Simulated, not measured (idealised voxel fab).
Title: Process Module voxel self aligned vias
This is section cut - it's 220 nm across, gridded in 5 nm square cells.
A cross-section is written here as square cells arranged in a grid, and it is given in bands from the top down, each band taking up one or more rows of cells.
Heights first: top, then bottom, in nm. Then materials, left to right, each with a width in nm. "everywhere" on a single material: fills the band edge to edge. "air": empty space.
Where do heights start? At 0: under that level the wafer as delivered is made of one material only. And the lowest band has no floor; it just carries on downward, as in "from 0 down".
So if you see something like "30..40" for the width, read it as the top row of the band sitting at the first number and the bottom row at the second, with every row in between moving by the same amount as the last.
Key: "identical to before" - step with no changed cell in the cross-section.
Sealed cavities: empty space of 8 cells or more with no open way to the top, each as width x height at its distance from the left edge, in nm
Note: text after step settings on the step line = simulator remark on that step.
"overlay nm" answers the question of how far to the right of plan the mask lay on a step that has a mask, and when it is negative the answer is to the left.

-- Here's what the planned process steps look like
1 RECEIVE | material Si
2 CONFORMAL_DEP | material SiO2 | thk nm 10
3 CONFORMAL_DEP | material SiCN | thk nm 5
4 DIRECTIONAL_DEP | material lowk | thk nm 25
5 PATTERN | tone open | mask id LINES | material resist | width nm 20 | pitch nm 55 | thk nm 15 | overlay nm 0
6 DIRECTIONAL_ETCH | etch materials lowk | depth nm 25
7 STRIP | etch materials resist
8 CONFORMAL_DEP | material TiN | thk nm 5
9 FILL_DEP | material Ru | thk nm 5
10 CMP | height nm 40
11 SELECTIVE_ETCH | etch materials W Ru TiN | depth nm 10
12 FILL_DEP | material SiN | thk nm 10
13 CMP | height nm 40
14 DIRECTIONAL_DEP | material lowk | thk nm 20
15 MASKED_ETCH | tone open | mask id VIAS | width nm 40 | etch materials lowk | depth nm 20 | overlay nm 0
16 MASKED_ETCH | tone open | mask id VIAS | width nm 40 | etch materials SiN | depth nm 10 | overlay nm 0
17 CONFORMAL_DEP | material TiN | thk nm 5
18 FILL_DEP | material W | thk nm 10
19 CMP | height nm 60
20 CONFORMAL_DEP | material SiCN | thk nm 5

-- First wafer out of two, processed as planned

-- Wafer at receipt (post step 1), cross-section
* from 0 down | Si everywhere
* Sealed cavities: none

-- Step 2 complete: cross-section through the wafer
* from 10 to 0 | SiO2 everywhere
* Unchanged below 0.

-- Step 3 complete: cross-section through the wafer
* from 15 to 10 | SiCN everywhere
* Unchanged below 10.

-- Step 4 complete: cross-section through the wafer
* from 40 to 15 | lowk everywhere
* Unchanged below 15.

-- Step 5 complete: cross-section through the wafer
* from 55 to 40 | 70 nm resist | 20 nm air | 35 nm resist | 20 nm air | 75 nm resist
* Unchanged below 40.

-- Step 6 complete: cross-section through the wafer
* from 55 to 40 | 70 nm resist | 20 nm air | 35 nm resist | 20 nm air | 75 nm resist
* from 40 to 15 | 70 nm lowk | 20 nm air | 35 nm lowk | 20 nm air | 75 nm lowk
* Unchanged below 15.

-- Step 7 complete: cross-section through the wafer
* from 40 to 15 | 70 nm lowk | 20 nm air | 35 nm lowk | 20 nm air | 75 nm lowk
* Unchanged below 15.

-- Step 8 complete: cross-section through the wafer
* from 45 to 40 | 75 nm TiN | 10 nm air | 45 nm TiN | 10 nm air | 80 nm TiN
* from 40 to 20 | 70 nm lowk | 5 nm TiN | 10 nm air | 5 nm TiN | 35 nm lowk | 5 nm TiN | 10 nm air | 5 nm TiN | 75 nm lowk
* from 20 to 15 | 70 nm lowk | 20 nm TiN | 35 nm lowk | 20 nm TiN | 75 nm lowk
* Unchanged below 15.

-- Step 9 complete: cross-section through the wafer
* from 50 to 45 | Ru everywhere
* from 45 to 40 | 75 nm TiN | 10 nm Ru | 45 nm TiN | 10 nm Ru | 80 nm TiN
* from 40 to 20 | 70 nm lowk | 5 nm TiN | 10 nm Ru | 5 nm TiN | 35 nm lowk | 5 nm TiN | 10 nm Ru | 5 nm TiN | 75 nm lowk
* Unchanged below 20.

-- Step 10 complete: cross-section through the wafer
* from 40 to 20 | 70 nm lowk | 5 nm TiN | 10 nm Ru | 5 nm TiN | 35 nm lowk | 5 nm TiN | 10 nm Ru | 5 nm TiN | 75 nm lowk
* Unchanged below 20.

-- Step 11 complete: cross-section through the wafer
* from 40 to 30 | 70 nm lowk | 20 nm air | 35 nm lowk | 20 nm air | 75 nm lowk
* Unchanged below 30.

-- Step 12 complete: cross-section through the wafer
* from 50 to 40 | SiN everywhere
* from 40 to 30 | 70 nm lowk | 20 nm SiN | 35 nm lowk | 20 nm SiN | 75 nm lowk
* Unchanged below 30.

-- Step 13 complete: cross-section through the wafer
* from 40 to 30 | 70 nm lowk | 20 nm SiN | 35 nm lowk | 20 nm SiN | 75 nm lowk
* Unchanged below 30.

-- Step 14 complete: cross-section through the wafer
* from 60 to 40 | lowk everywhere
* Unchanged below 40.

-- Step 15 complete: cross-section through the wafer
* from 60 to 40 | 60 nm lowk | 40 nm air | 120 nm lowk
* Unchanged below 40.

-- Step 16 complete: cross-section through the wafer
* from 60 to 40 | 60 nm lowk | 40 nm air | 120 nm lowk
* from 40 to 30 | 70 nm lowk | 20 nm air | 35 nm lowk | 20 nm SiN | 75 nm lowk
* Unchanged below 30.

-- Step 17 complete: cross-section through the wafer
* from 65 to 60 | 65 nm TiN | 30 nm air | 125 nm TiN
* from 60 to 45 | 60 nm lowk | 5 nm TiN | 30 nm air | 5 nm TiN | 120 nm lowk
* from 45 to 40 | 60 nm lowk | 15 nm TiN | 10 nm air | 15 nm TiN | 120 nm lowk
* from 40 to 35 | 70 nm lowk | 5 nm TiN | 10 nm air | 5 nm TiN | 35 nm lowk | 20 nm SiN | 75 nm lowk
* from 35 to 30 | 70 nm lowk | 20 nm TiN | 35 nm lowk | 20 nm SiN | 75 nm lowk
* Unchanged below 30.

-- Step 18 complete: cross-section through the wafer
* from 75 to 65 | W everywhere
* from 65 to 60 | 65 nm TiN | 30 nm W | 125 nm TiN
* from 60 to 45 | 60 nm lowk | 5 nm TiN | 30 nm W | 5 nm TiN | 120 nm lowk
* from 45 to 40 | 60 nm lowk | 15 nm TiN | 10 nm W | 15 nm TiN | 120 nm lowk
* from 40 to 35 | 70 nm lowk | 5 nm TiN | 10 nm W | 5 nm TiN | 35 nm lowk | 20 nm SiN | 75 nm lowk
* Unchanged below 35.

-- Step 19 complete: cross-section through the wafer
* from 60 to 45 | 60 nm lowk | 5 nm TiN | 30 nm W | 5 nm TiN | 120 nm lowk
* Unchanged below 45.

-- Step 20 complete: cross-section through the wafer
* from 65 to 60 | SiCN everywhere
* Unchanged below 60.

-- The second wafer: identical to the first at the outset and in its planned sequence, differing only in that one mistake was made during processing; up to and including step 14, its path is the first wafer's path

-- Planned end of step 15: second wafer, cross-section
* from 60 to 40 | 60 nm lowk | 40 nm air | 120 nm lowk
* from 40 to 30 | 60 nm lowk | 10 nm air | 20 nm SiN | 10 nm air | 25 nm lowk | 20 nm SiN | 75 nm lowk
* from 30 to 20 | 60 nm lowk | 10 nm air | 5 nm TiN | 10 nm Ru | 5 nm TiN | 10 nm air | 25 nm lowk | 5 nm TiN | 10 nm Ru | 5 nm TiN | 75 nm lowk
* Unchanged below 20.

-- Planned end of step 16: second wafer, cross-section
* from 60 to 40 | 60 nm lowk | 40 nm air | 120 nm lowk
* from 40 to 30 | 60 nm lowk | 40 nm air | 25 nm lowk | 20 nm SiN | 75 nm lowk
* Unchanged below 30.

-- Planned end of step 17: second wafer, cross-section
* from 65 to 60 | 65 nm TiN | 30 nm air | 125 nm TiN
* from 60 to 40 | 60 nm lowk | 5 nm TiN | 30 nm air | 5 nm TiN | 120 nm lowk
* from 40 to 35 | 60 nm lowk | 5 nm TiN | 30 nm air | 5 nm TiN | 25 nm lowk | 20 nm SiN | 75 nm lowk
* from 35 to 30 | 60 nm lowk | 40 nm TiN | 25 nm lowk | 20 nm SiN | 75 nm lowk
* from 30 to 20 | 60 nm lowk | 15 nm TiN | 10 nm Ru | 15 nm TiN | 25 nm lowk | 5 nm TiN | 10 nm Ru | 5 nm TiN | 75 nm lowk
* Unchanged below 20.

-- Planned end of step 18: second wafer, cross-section
* from 75 to 65 | W everywhere
* from 65 to 60 | 65 nm TiN | 30 nm W | 125 nm TiN
* from 60 to 40 | 60 nm lowk | 5 nm TiN | 30 nm W | 5 nm TiN | 120 nm lowk
* from 40 to 35 | 60 nm lowk | 5 nm TiN | 30 nm W | 5 nm TiN | 25 nm lowk | 20 nm SiN | 75 nm lowk
* Unchanged below 35.

-- Planned end of step 19: second wafer, cross-section
* from 60 to 40 | 60 nm lowk | 5 nm TiN | 30 nm W | 5 nm TiN | 120 nm lowk
* Unchanged below 40.

-- Planned end of step 20: second wafer, cross-section
* from 65 to 60 | SiCN everywhere
* Unchanged below 60.
Want to know what went wrong? plan step 15 was twice executed
Bottom line after processing is that, in cells, the second wafer is up or down on some materials versus the first: 8 more of TiN; 8 more of W; 16 fewer of lowk
